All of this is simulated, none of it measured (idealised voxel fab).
This section sets out a process module, namely voxel ribs on slabs.
We display cut, a cross-section 275 nm in width whose square cells are each 5 nm.
Square cells in a grid make up a cross-section in this document, and the grid is given as bands, listed from the top down, each one or more rows of cells. Each band's line starts with the height of the band's top and of its bottom, in nm. Then come its materials from left to right, each with its width in nm. One material with "full width" fills the band from edge to edge. "blank" is empty space. The reference from which all heights are counted is 0, the level beneath which the as-received wafer is entirely one material; the lowest band, having no lower bound, proceeds downward and is written after the example "from 0 down". Quick explanation for "30->40": the width changes in equal steps down the rows of cells, from the first number in the band's top row to the second number in its bottom row. "nothing got changed", as given for a step, is the statement that not any cell of the cross-section underwent a change during that step. "Cavities, sealed" contains a list of empty spaces, each no smaller than 8 cells and without an open way to the top, written in the form width x height at distance with the distance from the left edge and all three in nm. What comes after the settings on a step's line is commentary from the simulator itself on that step. "overlay nm" denotes, for a step that has a mask, the displacement of the mask to the right of its planned place, with negative values corresponding to the left.

INTENDED PROCESS STEPS
- 1: RECEIVE | material Si
- 2: DIRECTIONAL_DEP | material SiO2 | thk nm 30
- 3: DIRECTIONAL_DEP | material SiN | thk nm 20
- 4: DIRECTIONAL_DEP | material aC | thk nm 15
- 5: PATTERN | tone cover | mask id RIB | material resist | width nm 30 | thk nm 35 | overlay nm 0
- 6: DIRECTIONAL_ETCH | etch materials aC | depth nm 15
- 7: STRIP | etch materials resist
- 8: DIRECTIONAL_ETCH | etch materials SiN | depth nm 5
- 9: STRIP | etch materials aC
- 10: DIRECTIONAL_DEP | material aC | thk nm 10
- 11: PATTERN | tone cover | mask id SLAB | material resist | width nm 80 | thk nm 30 | overlay nm 0
- 12: DIRECTIONAL_ETCH | etch materials aC | depth nm 10
- 13: STRIP | etch materials resist
- 14: DIRECTIONAL_ETCH | etch materials SiN | depth nm 15
- 15: STRIP | etch materials aC
- 16: FILL_DEP | material SiO2 | thk nm 25
- 17: CMP | height nm 65
- 18: DIRECTIONAL_DEP | material TiN | thk nm 5
- 19: PATTERN | tone cover | mask id HEATER | material resist | width nm 40 | thk nm 20 | overlay nm 0
- 20: DIRECTIONAL_ETCH | etch materials TiN | depth nm 5
- 21: STRIP | etch materials resist
- 22: CONFORMAL_DEP | material SiO2 | thk nm 10

STEP 1 COMPLETE: CROSS-SECTION OF THE WAFER AS RECEIVED
    from 0 down | Si full width
    Cavities, sealed: none

CROSS-SECTIONAL IMAGE OF THE FIRST OF TWO WAFERS AT THE END OF THE MODULE, THE RUN HAVING PROCEEDED AS PLANNED
    from 80 to 75 | 105 of blank | 60 of SiO2 | 110 of blank
    from 75 to 70 | SiO2 full width
    from 70 to 65 | 115 of SiO2 | 40 of TiN | 120 of SiO2
    from 65 to 50 | SiO2 full width
    from 50 to 45 | 120 of SiO2 | 30 of SiN | 125 of SiO2
    from 45 to 30 | 95 of SiO2 | 80 of SiN | 100 of SiO2
    from 30 to 0 | SiO2 full width
    from 0 down | Si full width
    Cavities, sealed: none

WAFER TWO (OF TWO), END-OF-MODULE CROSS-SECTION: START = WAFER ONE, PLAN = WAFER ONE, ONE RUN MISTAKE
    from 80 to 75 | 105 of blank | 60 of SiO2 | 110 of blank
    from 75 to 70 | SiO2 full width
    from 70 to 65 | 115 of SiO2 | 40 of TiN | 120 of SiO2
    from 65 to 50 | SiO2 full width
    from 50 to 45 | 95 of SiO2 | 25 of SiN | 30 of SiO2 | 25 of SiN | 100 of SiO2
    from 45 to 35 | 95 of SiO2 | 80 of SiN | 100 of SiO2
    from 35 to 30 | SiN full width
    from 30 to 0 | SiO2 full width
    from 0 down | Si full width
    Cavities, sealed: none
Error vs. plan: step 5: run off-plan, actual operation and settings PATTERN | tone open | mask id RIB | material resist | width nm 30 | thk nm 35 | overlay nm 0
Final cells, second wafer relative to first, materials higher or lower: SiN +43; SiO2 -43
